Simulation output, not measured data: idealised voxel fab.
process module | voxel double patterning
cross-section cut | 200 nm wide | cells 5 nm
A cross-section is a grid of square cells, given in bands from the top down. A band is one or more rows of cells.
Each band's line starts with the height of the band's top and of its bottom, in nm. Then come its materials from left to right, each with its width in nm. One material with "throughout" fills the band from edge to edge. "air" is empty space.
Height 0 is the level under which the wafer as received is all one material. The lowest band goes on downwards, as in "0 down".
A width such as "30 to 40" changes by the same amount from each row of cells to the next, from the band's top row to its bottom row.
"no change" after a step means that no cell of the cross-section changed.
closed voids: empty space of 8 cells or more with no open way to the top, each as width x height at its distance from the left edge, in nm
after a step's settings: what the simulator itself notes on the step
overlay nm, on a step with a mask: how far to the right of its planned place the mask lay; to the left if negative
plan
1 op RECEIVE | material Si
2 op CONFORMAL_DEP | material SiO2 | thk nm 10
3 op DIRECTIONAL_DEP | material TiN | thk nm 20
4 op DIRECTIONAL_DEP | material SiN | thk nm 5
5 op MASKED_ETCH | tone open | mask id FIRST | width nm 15 | pitch nm 50 | etch materials SiN | depth nm 5 | overlay nm 0
6 op DIRECTIONAL_DEP | material aC | thk nm 15
7 op PATTERN | tone open | mask id SECOND | material resist | width nm 15 | thk nm 35 | overlay nm 0
8 op DIRECTIONAL_ETCH | etch materials aC | depth nm 15
9 op STRIP | etch materials resist
10 op DIRECTIONAL_ETCH | etch materials SiN | depth nm 5
11 op STRIP | etch materials aC
12 op DIRECTIONAL_ETCH | etch materials TiN | depth nm 20
13 op STRIP | etch materials SiN
first wafer, as planned
as received, after step 1
  0 down: Si throughout
  closed voids: none
after step 2
  10 to 0: SiO2 throughout
  below 0: unchanged
after step 3
  30 to 10: TiN throughout
  below 10: unchanged
after step 4
  35 to 30: SiN throughout
  below 30: unchanged
after step 5
  35 to 30: SiN 65 | air 15 | SiN 35 | air 15 | SiN 70
  below 30: unchanged
after step 6
  50 to 45: aC 65 | air 15 | aC 35 | air 15 | aC 70
  45 to 35: aC throughout
  35 to 30: SiN 65 | aC 15 | SiN 35 | aC 15 | SiN 70
  below 30: unchanged
after step 7
  85 to 50: resist 90 | air 15 | resist 95
  50 to 45: aC 65 | resist 15 | aC 35 | resist 15 | aC 70
  below 45: unchanged
after step 8
  70 to 50: resist 90 | air 15 | resist 95
  50 to 45: aC 65 | resist 15 | aC 10 | air 15 | aC 10 | resist 15 | aC 70
  45 to 35: aC 90 | air 15 | aC 95
  below 35: unchanged
after step 9
  50 to 45: aC 65 | air 15 | aC 10 | air 15 | aC 10 | air 15 | aC 70
  below 45: unchanged
after step 10
  50 to 45: aC 65 | air 15 | aC 10 | air 15 | aC 10 | air 15 | aC 70
  45 to 35: aC 90 | air 15 | aC 95
  35 to 30: SiN 65 | aC 15 | SiN 10 | air 15 | SiN 10 | aC 15 | SiN 70
  below 30: unchanged
after step 11
  35 to 30: SiN 65 | air 15 | SiN 10 | air 15 | SiN 10 | air 15 | SiN 70
  below 30: unchanged
after step 12
  35 to 30: SiN 65 | air 15 | SiN 10 | air 15 | SiN 10 | air 15 | SiN 70
  30 to 10: TiN 65 | air 15 | TiN 10 | air 15 | TiN 10 | air 15 | TiN 70
  below 10: unchanged
after step 13
  30 to 10: TiN 65 | air 15 | TiN 10 | air 15 | TiN 10 | air 15 | TiN 70
  below 10: unchanged
second wafer: like start, like plan, one mistake. Through step 1 it matches the first wafer
when step 2 should have ended
  10 to 0: aC throughout
  below 0: unchanged
when step 3 should have ended
  30 to 10: TiN throughout
  below 10: unchanged
when step 4 should have ended
  35 to 30: SiN throughout
  below 30: unchanged
when step 5 should have ended
  35 to 30: SiN 65 | air 15 | SiN 35 | air 15 | SiN 70
  below 30: unchanged
when step 6 should have ended
  50 to 45: aC 65 | air 15 | aC 35 | air 15 | aC 70
  45 to 35: aC throughout
  35 to 30: SiN 65 | aC 15 | SiN 35 | aC 15 | SiN 70
  below 30: unchanged
when step 7 should have ended
  85 to 50: resist 90 | air 15 | resist 95
  50 to 45: aC 65 | resist 15 | aC 35 | resist 15 | aC 70
  below 45: unchanged
when step 8 should have ended
  70 to 50: resist 90 | air 15 | resist 95
  50 to 45: aC 65 | resist 15 | aC 10 | air 15 | aC 10 | resist 15 | aC 70
  45 to 35: aC 90 | air 15 | aC 95
  below 35: unchanged
when step 9 should have ended
  50 to 45: aC 65 | air 15 | aC 10 | air 15 | aC 10 | air 15 | aC 70
  below 45: unchanged
when step 10 should have ended
  50 to 45: aC 65 | air 15 | aC 10 | air 15 | aC 10 | air 15 | aC 70
  45 to 35: aC 90 | air 15 | aC 95
  35 to 30: SiN 65 | aC 15 | SiN 10 | air 15 | SiN 10 | aC 15 | SiN 70
  below 30: unchanged
when step 11 should have ended
  35 to 30: SiN 65 | air 15 | SiN 10 | air 15 | SiN 10 | air 15 | SiN 70
  below 30: unchanged
when step 12 should have ended
  35 to 30: SiN 65 | air 15 | SiN 10 | air 15 | SiN 10 | air 15 | SiN 70
  30 to 10: TiN 65 | air 15 | TiN 10 | air 15 | TiN 10 | air 15 | TiN 70
  below 10: unchanged
when step 13 should have ended
  30 to 10: TiN 65 | air 15 | TiN 10 | air 15 | TiN 10 | air 15 | TiN 70
  below 10: unchanged
what went wrong: step 2 ran as: op CONFORMAL_DEP | material aC | thk nm 10
at the end the second wafer has, in cells: 80 fewer of SiO2 | 80 more of aC
